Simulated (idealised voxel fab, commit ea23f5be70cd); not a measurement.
The following is a process module called voxel capacitor over wiring.
Xsec cut, 275 nm wide, square cell size 5 nm.
How to read a cross-section here: the picture is a grid of square cells, written as bands going from the top down, and any band can span one or more rows of cells.
It is stipulated that each band's entry specify, in nanometres, the height of the top of the band and then that of its bottom, followed by the materials of the band in left-to-right sequence, each together with its width in nanometres. A single material marked by the word "edge to edge" is understood to fill the band from edge to edge; the word "air" is understood to denote empty space.
Heights are expressed relative to 0, this being the level below which the as-received wafer comprises one material exclusively. The lowest band is unbounded in the downward direction and is denoted as in "z 0 and below".
When a width is written as two numbers, as in "30..40", the first number is the width in the top row of cells of the band and the second is the width in its bottom row, and the width changes by the same amount from each row to the next.
You'll sometimes find "no modification" written for a step, and that's the way of saying that nowhere in the cross-section did a cell change during that step.
So "Sealed voids" is basically the list of trapped voids: any empty space of 8 cells or more that can't reach the top through an opening. They're written width x height at distance, the distance being from the left edge, and it's all nm.
It should be noted that, on the line of a given step, the content following the step's settings is a remark produced by the simulator itself with respect to that step.
The "overlay nm" setting may appear on a step's line; for a step that uses a mask, it gives how far to the right of its planned position the mask lay, and a negative value indicates the left.
BELOW IS THE LIST OF PLANNED PROCESS STEPS
1) RECEIVE with material Si
2) CONFORMAL_DEP with material SiO2, thk nm 15
3) DIRECTIONAL_DEP with material TiN, thk nm 5
4) DIRECTIONAL_DEP with material W, thk nm 20
5) MASKED_ETCH with tone cover, mask id METAL_1, width nm 30, pitch nm 95, etch materials W, depth nm 20, overlay nm 0
6) MASKED_ETCH with tone cover, mask id METAL_1, width nm 30, pitch nm 95, etch materials TiN, depth nm 5, overlay nm 0
7) CONFORMAL_DEP with material SiCN, thk nm 5
8) FILL_DEP with material lowk, thk nm 10
9) CMP with height nm 40
10) CONFORMAL_DEP with material SiCN, thk nm 5
11) DIRECTIONAL_DEP with material SiO2, thk nm 15
12) PATTERN with tone open, mask id PLUG_1, material resist, width nm 15, thk nm 20, overlay nm 0
13) DIRECTIONAL_ETCH with etch materials SiO2, depth nm 15
14) DIRECTIONAL_ETCH with etch materials SiCN, depth nm 5
15) STRIP with etch materials resist
16) CONFORMAL_DEP with material TiN, thk nm 5
17) FILL_DEP with material Cu, thk nm 5
18) CMP with height nm 60
19) DIRECTIONAL_DEP with material TiN, thk nm 5
20) DIRECTIONAL_DEP with material Al2O3, thk nm 5
21) DIRECTIONAL_DEP with material TiN, thk nm 10
22) DIRECTIONAL_DEP with material aC, thk nm 10
23) PATTERN with tone cover, mask id UPPER_PLATE, material resist, width nm 70, thk nm 30, overlay nm 0
24) DIRECTIONAL_ETCH with etch materials aC, depth nm 10
25) STRIP with etch materials resist
26) DIRECTIONAL_ETCH with etch materials TiN, depth nm 10
27) DIRECTIONAL_ETCH with etch materials Al2O3, depth nm 5
28) STRIP with etch materials aC
29) MASKED_ETCH with tone cover, mask id LOWER_PLATE, width nm 80, etch materials TiN, depth nm 5, overlay nm 0
30) FILL_DEP with material SiO2, thk nm 20
31) CMP with height nm 95
32) DIRECTIONAL_DEP with material aC, thk nm 10
33) PATTERN with tone open, mask id PLUG_2, material resist, width nm 15, thk nm 30, overlay nm 0
34) DIRECTIONAL_ETCH with etch materials aC, depth nm 10
35) STRIP with etch materials resist
36) DIRECTIONAL_ETCH with etch materials SiO2, depth nm 15
37) STRIP with etch materials aC
38) CONFORMAL_DEP with material TiN, thk nm 5
39) FILL_DEP with material Ru, thk nm 5
40) CMP with height nm 95
41) CONFORMAL_DEP with material SiCN, thk nm 5
FIRST WAFER OF TWO (RUN AS PLANNED)
STEP 1 COMPLETE: CROSS-SECTION OF THE WAFER AS RECEIVED
z 0 and below = Si edge to edge
Sealed voids: none
CROSS-SECTIONAL REPRESENTATION OF THE WAFER AT THE CONCLUSION OF STEP 2
z 15 to 0 = SiO2 edge to edge
Rest of section, below 0: as before.
CROSS-SECTIONAL REPRESENTATION OF THE WAFER AT THE CONCLUSION OF STEP 3
z 20 to 15 = TiN edge to edge
Rest of section, below 15: as before.
CROSS-SECTIONAL REPRESENTATION OF THE WAFER AT THE CONCLUSION OF STEP 4
z 40 to 20 = W edge to edge
Rest of section, below 20: as before.
CROSS-SECTIONAL REPRESENTATION OF THE WAFER AT THE CONCLUSION OF STEP 5
z 40 to 20 = 75 air; 30 W; 65 air; 30 W; 75 air
Rest of section, below 20: as before.
CROSS-SECTIONAL REPRESENTATION OF THE WAFER AT THE CONCLUSION OF STEP 6
z 40 to 20 = 75 air; 30 W; 65 air; 30 W; 75 air
z 20 to 15 = 75 air; 30 TiN; 65 air; 30 TiN; 75 air
Rest of section, below 15: as before.
CROSS-SECTIONAL REPRESENTATION OF THE WAFER AT THE CONCLUSION OF STEP 7
z 45 to 40 = 70 air; 40 SiCN; 55 air; 40 SiCN; 70 air
z 40 to 20 = 70 air; 5 SiCN; 30 W; 5 SiCN; 55 air; 5 SiCN; 30 W; 5 SiCN; 70 air
z 20 to 15 = 75 SiCN; 30 TiN; 65 SiCN; 30 TiN; 75 SiCN
Rest of section, below 15: as before.
CROSS-SECTIONAL REPRESENTATION OF THE WAFER AT THE CONCLUSION OF STEP 8
z 55 to 45 = lowk edge to edge
z 45 to 40 = 70 lowk; 40 SiCN; 55 lowk; 40 SiCN; 70 lowk
z 40 to 20 = 70 lowk; 5 SiCN; 30 W; 5 SiCN; 55 lowk; 5 SiCN; 30 W; 5 SiCN; 70 lowk
Rest of section, below 20: as before.
CROSS-SECTIONAL REPRESENTATION OF THE WAFER AT THE CONCLUSION OF STEP 9
z 40 to 20 = 70 lowk; 5 SiCN; 30 W; 5 SiCN; 55 lowk; 5 SiCN; 30 W; 5 SiCN; 70 lowk
Rest of section, below 20: as before.
CROSS-SECTIONAL REPRESENTATION OF THE WAFER AT THE CONCLUSION OF STEP 10
z 45 to 40 = SiCN edge to edge
Rest of section, below 40: as before.
CROSS-SECTIONAL REPRESENTATION OF THE WAFER AT THE CONCLUSION OF STEP 11
z 60 to 45 = SiO2 edge to edge
Rest of section, below 45: as before.
CROSS-SECTIONAL REPRESENTATION OF THE WAFER AT THE CONCLUSION OF STEP 12
z 80 to 60 = 90 resist; 15 air; 170 resist
Rest of section, below 60: as before.
CROSS-SECTIONAL REPRESENTATION OF THE WAFER AT THE CONCLUSION OF STEP 13
z 80 to 60 = 90 resist; 15 air; 170 resist
z 60 to 45 = 90 SiO2; 15 air; 170 SiO2
Rest of section, below 45: as before.
CROSS-SECTIONAL REPRESENTATION OF THE WAFER AT THE CONCLUSION OF STEP 14
z 80 to 60 = 90 resist; 15 air; 170 resist
z 60 to 45 = 90 SiO2; 15 air; 170 SiO2
z 45 to 40 = 90 SiCN; 15 air; 170 SiCN
Rest of section, below 40: as before.
CROSS-SECTIONAL REPRESENTATION OF THE WAFER AT THE CONCLUSION OF STEP 15
z 60 to 45 = 90 SiO2; 15 air; 170 SiO2
Rest of section, below 45: as before.
CROSS-SECTIONAL REPRESENTATION OF THE WAFER AT THE CONCLUSION OF STEP 16
z 65 to 60 = 95 TiN; 5 air; 175 TiN
z 60 to 45 = 90 SiO2; 5 TiN; 5 air; 5 TiN; 170 SiO2
z 45 to 40 = 90 SiCN; 15 TiN; 170 SiCN
Rest of section, below 40: as before.
CROSS-SECTIONAL REPRESENTATION OF THE WAFER AT THE CONCLUSION OF STEP 17
z 70 to 65 = Cu edge to edge
z 65 to 60 = 95 TiN; 5 Cu; 175 TiN
z 60 to 45 = 90 SiO2; 5 TiN; 5 Cu; 5 TiN; 170 SiO2
Rest of section, below 45: as before.
CROSS-SECTIONAL REPRESENTATION OF THE WAFER AT THE CONCLUSION OF STEP 18
z 60 to 45 = 90 SiO2; 5 TiN; 5 Cu; 5 TiN; 170 SiO2
Rest of section, below 45: as before.
CROSS-SECTIONAL REPRESENTATION OF THE WAFER AT THE CONCLUSION OF STEP 19
z 65 to 60 = TiN edge to edge
Rest of section, below 60: as before.
CROSS-SECTIONAL REPRESENTATION OF THE WAFER AT THE CONCLUSION OF STEP 20
z 70 to 65 = Al2O3 edge to edge
Rest of section, below 65: as before.
CROSS-SECTIONAL REPRESENTATION OF THE WAFER AT THE CONCLUSION OF STEP 21
z 80 to 70 = TiN edge to edge
Rest of section, below 70: as before.
CROSS-SECTIONAL REPRESENTATION OF THE WAFER AT THE CONCLUSION OF STEP 22
z 90 to 80 = aC edge to edge
Rest of section, below 80: as before.
CROSS-SECTIONAL REPRESENTATION OF THE WAFER AT THE CONCLUSION OF STEP 23
z 120 to 90 = 90 air; 70 resist; 115 air
Rest of section, below 90: as before.
CROSS-SECTIONAL REPRESENTATION OF THE WAFER AT THE CONCLUSION OF STEP 24
z 110 to 90 = 90 air; 70 resist; 115 air
z 90 to 80 = 90 air; 70 aC; 115 air
Rest of section, below 80: as before.
CROSS-SECTIONAL REPRESENTATION OF THE WAFER AT THE CONCLUSION OF STEP 25
z 90 to 80 = 90 air; 70 aC; 115 air
Rest of section, below 80: as before.
CROSS-SECTIONAL REPRESENTATION OF THE WAFER AT THE CONCLUSION OF STEP 26
z 90 to 80 = 90 air; 70 aC; 115 air
z 80 to 70 = 90 air; 70 TiN; 115 air
Rest of section, below 70: as before.
CROSS-SECTIONAL REPRESENTATION OF THE WAFER AT THE CONCLUSION OF STEP 27
z 90 to 80 = 90 air; 70 aC; 115 air
z 80 to 70 = 90 air; 70 TiN; 115 air
z 70 to 65 = 90 air; 70 Al2O3; 115 air
Rest of section, below 65: as before.
CROSS-SECTIONAL REPRESENTATION OF THE WAFER AT THE CONCLUSION OF STEP 28
z 80 to 70 = 90 air; 70 TiN; 115 air
Rest of section, below 70: as before.
CROSS-SECTIONAL REPRESENTATION OF THE WAFER AT THE CONCLUSION OF STEP 29
z 80 to 70 = 90 air; 70 TiN; 115 air
z 70 to 65 = 90 air; 70 Al2O3; 115 air
z 65 to 60 = 85 air; 80 TiN; 110 air
Rest of section, below 60: as before.
CROSS-SECTIONAL REPRESENTATION OF THE WAFER AT THE CONCLUSION OF STEP 30
z 100 to 80 = SiO2 edge to edge
z 80 to 70 = 90 SiO2; 70 TiN; 115 SiO2
z 70 to 65 = 90 SiO2; 70 Al2O3; 115 SiO2
z 65 to 60 = 85 SiO2; 80 TiN; 110 SiO2
Rest of section, below 60: as before.
CROSS-SECTIONAL REPRESENTATION OF THE WAFER AT THE CONCLUSION OF STEP 31
z 95 to 80 = SiO2 edge to edge
Rest of section, below 80: as before.
CROSS-SECTIONAL REPRESENTATION OF THE WAFER AT THE CONCLUSION OF STEP 32
z 105 to 95 = aC edge to edge
Rest of section, below 95: as before.
CROSS-SECTIONAL REPRESENTATION OF THE WAFER AT THE CONCLUSION OF STEP 33
z 135 to 105 = 100 resist; 15 air; 160 resist
Rest of section, below 105: as before.
CROSS-SECTIONAL REPRESENTATION OF THE WAFER AT THE CONCLUSION OF STEP 34
z 125 to 105 = 100 resist; 15 air; 160 resist
z 105 to 95 = 100 aC; 15 air; 160 aC
Rest of section, below 95: as before.
CROSS-SECTIONAL REPRESENTATION OF THE WAFER AT THE CONCLUSION OF STEP 35
z 105 to 95 = 100 aC; 15 air; 160 aC
Rest of section, below 95: as before.
CROSS-SECTIONAL REPRESENTATION OF THE WAFER AT THE CONCLUSION OF STEP 36
z 105 to 95 = 100 aC; 15 air; 160 aC
z 95 to 80 = 100 SiO2; 15 air; 160 SiO2
Rest of section, below 80: as before.
CROSS-SECTIONAL REPRESENTATION OF THE WAFER AT THE CONCLUSION OF STEP 37
z 95 to 80 = 100 SiO2; 15 air; 160 SiO2
Rest of section, below 80: as before.
CROSS-SECTIONAL REPRESENTATION OF THE WAFER AT THE CONCLUSION OF STEP 38
z 100 to 95 = 105 TiN; 5 air; 165 TiN
z 95 to 85 = 100 SiO2; 5 TiN; 5 air; 5 TiN; 160 SiO2
z 85 to 80 = 100 SiO2; 15 TiN; 160 SiO2
Rest of section, below 80: as before.
CROSS-SECTIONAL REPRESENTATION OF THE WAFER AT THE CONCLUSION OF STEP 39
z 105 to 100 = Ru edge to edge
z 100 to 95 = 105 TiN; 5 Ru; 165 TiN
z 95 to 85 = 100 SiO2; 5 TiN; 5 Ru; 5 TiN; 160 SiO2
Rest of section, below 85: as before.
CROSS-SECTIONAL REPRESENTATION OF THE WAFER AT THE CONCLUSION OF STEP 40
z 95 to 85 = 100 SiO2; 5 TiN; 5 Ru; 5 TiN; 160 SiO2
Rest of section, below 85: as before.
CROSS-SECTIONAL REPRESENTATION OF THE WAFER AT THE CONCLUSION OF STEP 41
z 100 to 95 = SiCN edge to edge
Rest of section, below 95: as before.
REGARDING THE SECOND OF THE TWO WAFERS: IT SHARED THE FIRST WAFER'S STARTING CONDITION AND PROCESS PLAN, YET ONE ERROR OCCURRED DURING ITS EXECUTION. ITS HISTORY COINCIDES WITH THAT OF THE FIRST WAFER UP TO AND INCLUDING STEP 3
THE SECOND WAFER CUT THROUGH, AT THE TIME STEP 4 WAS SUPPOSED TO BE FINISHED
z 35 to 20 = W edge to edge
Rest of section, below 20: as before.
THE SECOND WAFER CUT THROUGH, AT THE TIME STEP 5 WAS SUPPOSED TO BE FINISHED
z 35 to 20 = 75 air; 30 W; 65 air; 30 W; 75 air
Rest of section, below 20: as before.
THE SECOND WAFER CUT THROUGH, AT THE TIME STEP 6 WAS SUPPOSED TO BE FINISHED
z 35 to 20 = 75 air; 30 W; 65 air; 30 W; 75 air
z 20 to 15 = 75 air; 30 TiN; 65 air; 30 TiN; 75 air
Rest of section, below 15: as before.
THE SECOND WAFER CUT THROUGH, AT THE TIME STEP 7 WAS SUPPOSED TO BE FINISHED
z 40 to 35 = 70 air; 40 SiCN; 55 air; 40 SiCN; 70 air
z 35 to 20 = 70 air; 5 SiCN; 30 W; 5 SiCN; 55 air; 5 SiCN; 30 W; 5 SiCN; 70 air
z 20 to 15 = 75 SiCN; 30 TiN; 65 SiCN; 30 TiN; 75 SiCN
Rest of section, below 15: as before.
THE SECOND WAFER CUT THROUGH, AT THE TIME STEP 8 WAS SUPPOSED TO BE FINISHED
z 50 to 40 = lowk edge to edge
z 40 to 35 = 70 lowk; 40 SiCN; 55 lowk; 40 SiCN; 70 lowk
z 35 to 20 = 70 lowk; 5 SiCN; 30 W; 5 SiCN; 55 lowk; 5 SiCN; 30 W; 5 SiCN; 70 lowk
Rest of section, below 20: as before.
THE SECOND WAFER CUT THROUGH, AT THE TIME STEP 9 WAS SUPPOSED TO BE FINISHED
z 40 to 35 = 70 lowk; 40 SiCN; 55 lowk; 40 SiCN; 70 lowk
Rest of section, below 35: as before.
THE SECOND WAFER CUT THROUGH, AT THE TIME STEP 10 WAS SUPPOSED TO BE FINISHED
z 45 to 40 = SiCN edge to edge
Rest of section, below 40: as before.
THE SECOND WAFER CUT THROUGH, AT THE TIME STEP 11 WAS SUPPOSED TO BE FINISHED
z 60 to 45 = SiO2 edge to edge
Rest of section, below 45: as before.
THE SECOND WAFER CUT THROUGH, AT THE TIME STEP 12 WAS SUPPOSED TO BE FINISHED
z 80 to 60 = 90 resist; 15 air; 170 resist
Rest of section, below 60: as before.
THE SECOND WAFER CUT THROUGH, AT THE TIME STEP 13 WAS SUPPOSED TO BE FINISHED
z 80 to 60 = 90 resist; 15 air; 170 resist
z 60 to 45 = 90 SiO2; 15 air; 170 SiO2
Rest of section, below 45: as before.
THE SECOND WAFER CUT THROUGH, AT THE TIME STEP 14 WAS SUPPOSED TO BE FINISHED
z 80 to 60 = 90 resist; 15 air; 170 resist
z 60 to 45 = 90 SiO2; 15 air; 170 SiO2
z 45 to 40 = 90 SiCN; 15 air; 170 SiCN
Rest of section, below 40: as before.
THE SECOND WAFER CUT THROUGH, AT THE TIME STEP 15 WAS SUPPOSED TO BE FINISHED
z 60 to 45 = 90 SiO2; 15 air; 170 SiO2
Rest of section, below 45: as before.
THE SECOND WAFER CUT THROUGH, AT THE TIME STEP 16 WAS SUPPOSED TO BE FINISHED
z 65 to 60 = 95 TiN; 5 air; 175 TiN
z 60 to 45 = 90 SiO2; 5 TiN; 5 air; 5 TiN; 170 SiO2
z 45 to 40 = 90 SiCN; 15 TiN; 170 SiCN
Rest of section, below 40: as before.
THE SECOND WAFER CUT THROUGH, AT THE TIME STEP 17 WAS SUPPOSED TO BE FINISHED
z 70 to 65 = Cu edge to edge
z 65 to 60 = 95 TiN; 5 Cu; 175 TiN
z 60 to 45 = 90 SiO2; 5 TiN; 5 Cu; 5 TiN; 170 SiO2
Rest of section, below 45: as before.
THE SECOND WAFER CUT THROUGH, AT THE TIME STEP 18 WAS SUPPOSED TO BE FINISHED
z 60 to 45 = 90 SiO2; 5 TiN; 5 Cu; 5 TiN; 170 SiO2
Rest of section, below 45: as before.
THE SECOND WAFER CUT THROUGH, AT THE TIME STEP 19 WAS SUPPOSED TO BE FINISHED
z 65 to 60 = TiN edge to edge
Rest of section, below 60: as before.
THE SECOND WAFER CUT THROUGH, AT THE TIME STEP 20 WAS SUPPOSED TO BE FINISHED
z 70 to 65 = Al2O3 edge to edge
Rest of section, below 65: as before.
THE SECOND WAFER CUT THROUGH, AT THE TIME STEP 21 WAS SUPPOSED TO BE FINISHED
z 80 to 70 = TiN edge to edge
Rest of section, below 70: as before.
THE SECOND WAFER CUT THROUGH, AT THE TIME STEP 22 WAS SUPPOSED TO BE FINISHED
z 90 to 80 = aC edge to edge
Rest of section, below 80: as before.
THE SECOND WAFER CUT THROUGH, AT THE TIME STEP 23 WAS SUPPOSED TO BE FINISHED
z 120 to 90 = 90 air; 70 resist; 115 air
Rest of section, below 90: as before.
THE SECOND WAFER CUT THROUGH, AT THE TIME STEP 24 WAS SUPPOSED TO BE FINISHED
z 110 to 90 = 90 air; 70 resist; 115 air
z 90 to 80 = 90 air; 70 aC; 115 air
Rest of section, below 80: as before.
THE SECOND WAFER CUT THROUGH, AT THE TIME STEP 25 WAS SUPPOSED TO BE FINISHED
z 90 to 80 = 90 air; 70 aC; 115 air
Rest of section, below 80: as before.
THE SECOND WAFER CUT THROUGH, AT THE TIME STEP 26 WAS SUPPOSED TO BE FINISHED
z 90 to 80 = 90 air; 70 aC; 115 air
z 80 to 70 = 90 air; 70 TiN; 115 air
Rest of section, below 70: as before.
THE SECOND WAFER CUT THROUGH, AT THE TIME STEP 27 WAS SUPPOSED TO BE FINISHED
z 90 to 80 = 90 air; 70 aC; 115 air
z 80 to 70 = 90 air; 70 TiN; 115 air
z 70 to 65 = 90 air; 70 Al2O3; 115 air
Rest of section, below 65: as before.
THE SECOND WAFER CUT THROUGH, AT THE TIME STEP 28 WAS SUPPOSED TO BE FINISHED
z 80 to 70 = 90 air; 70 TiN; 115 air
Rest of section, below 70: as before.
THE SECOND WAFER CUT THROUGH, AT THE TIME STEP 29 WAS SUPPOSED TO BE FINISHED
z 80 to 70 = 90 air; 70 TiN; 115 air
z 70 to 65 = 90 air; 70 Al2O3; 115 air
z 65 to 60 = 85 air; 80 TiN; 110 air
Rest of section, below 60: as before.
THE SECOND WAFER CUT THROUGH, AT THE TIME STEP 30 WAS SUPPOSED TO BE FINISHED
z 100 to 80 = SiO2 edge to edge
z 80 to 70 = 90 SiO2; 70 TiN; 115 SiO2
z 70 to 65 = 90 SiO2; 70 Al2O3; 115 SiO2
z 65 to 60 = 85 SiO2; 80 TiN; 110 SiO2
Rest of section, below 60: as before.
THE SECOND WAFER CUT THROUGH, AT THE TIME STEP 31 WAS SUPPOSED TO BE FINISHED
z 95 to 80 = SiO2 edge to edge
Rest of section, below 80: as before.
THE SECOND WAFER CUT THROUGH, AT THE TIME STEP 32 WAS SUPPOSED TO BE FINISHED
z 105 to 95 = aC edge to edge
Rest of section, below 95: as before.
THE SECOND WAFER CUT THROUGH, AT THE TIME STEP 33 WAS SUPPOSED TO BE FINISHED
z 135 to 105 = 100 resist; 15 air; 160 resist
Rest of section, below 105: as before.
THE SECOND WAFER CUT THROUGH, AT THE TIME STEP 34 WAS SUPPOSED TO BE FINISHED
z 125 to 105 = 100 resist; 15 air; 160 resist
z 105 to 95 = 100 aC; 15 air; 160 aC
Rest of section, below 95: as before.
THE SECOND WAFER CUT THROUGH, AT THE TIME STEP 35 WAS SUPPOSED TO BE FINISHED
z 105 to 95 = 100 aC; 15 air; 160 aC
Rest of section, below 95: as before.
THE SECOND WAFER CUT THROUGH, AT THE TIME STEP 36 WAS SUPPOSED TO BE FINISHED
z 105 to 95 = 100 aC; 15 air; 160 aC
z 95 to 80 = 100 SiO2; 15 air; 160 SiO2
Rest of section, below 80: as before.
THE SECOND WAFER CUT THROUGH, AT THE TIME STEP 37 WAS SUPPOSED TO BE FINISHED
z 95 to 80 = 100 SiO2; 15 air; 160 SiO2
Rest of section, below 80: as before.
THE SECOND WAFER CUT THROUGH, AT THE TIME STEP 38 WAS SUPPOSED TO BE FINISHED
z 100 to 95 = 105 TiN; 5 air; 165 TiN
z 95 to 85 = 100 SiO2; 5 TiN; 5 air; 5 TiN; 160 SiO2
z 85 to 80 = 100 SiO2; 15 TiN; 160 SiO2
Rest of section, below 80: as before.
THE SECOND WAFER CUT THROUGH, AT THE TIME STEP 39 WAS SUPPOSED TO BE FINISHED
z 105 to 100 = Ru edge to edge
z 100 to 95 = 105 TiN; 5 Ru; 165 TiN
z 95 to 85 = 100 SiO2; 5 TiN; 5 Ru; 5 TiN; 160 SiO2
Rest of section, below 85: as before.
THE SECOND WAFER CUT THROUGH, AT THE TIME STEP 40 WAS SUPPOSED TO BE FINISHED
z 95 to 85 = 100 SiO2; 5 TiN; 5 Ru; 5 TiN; 160 SiO2
Rest of section, below 85: as before.
THE SECOND WAFER CUT THROUGH, AT THE TIME STEP 41 WAS SUPPOSED TO BE FINISHED
z 100 to 95 = SiCN edge to edge
Rest of section, below 95: as before.
Deviation from plan: step 4 went in with a setting other than planned; the actual run was DIRECTIONAL_DEP with material W, thk nm 15
In the final state, the cell counts of the second wafer exceed or fall short of those of the first for the following materials: SiCN +12; W -12
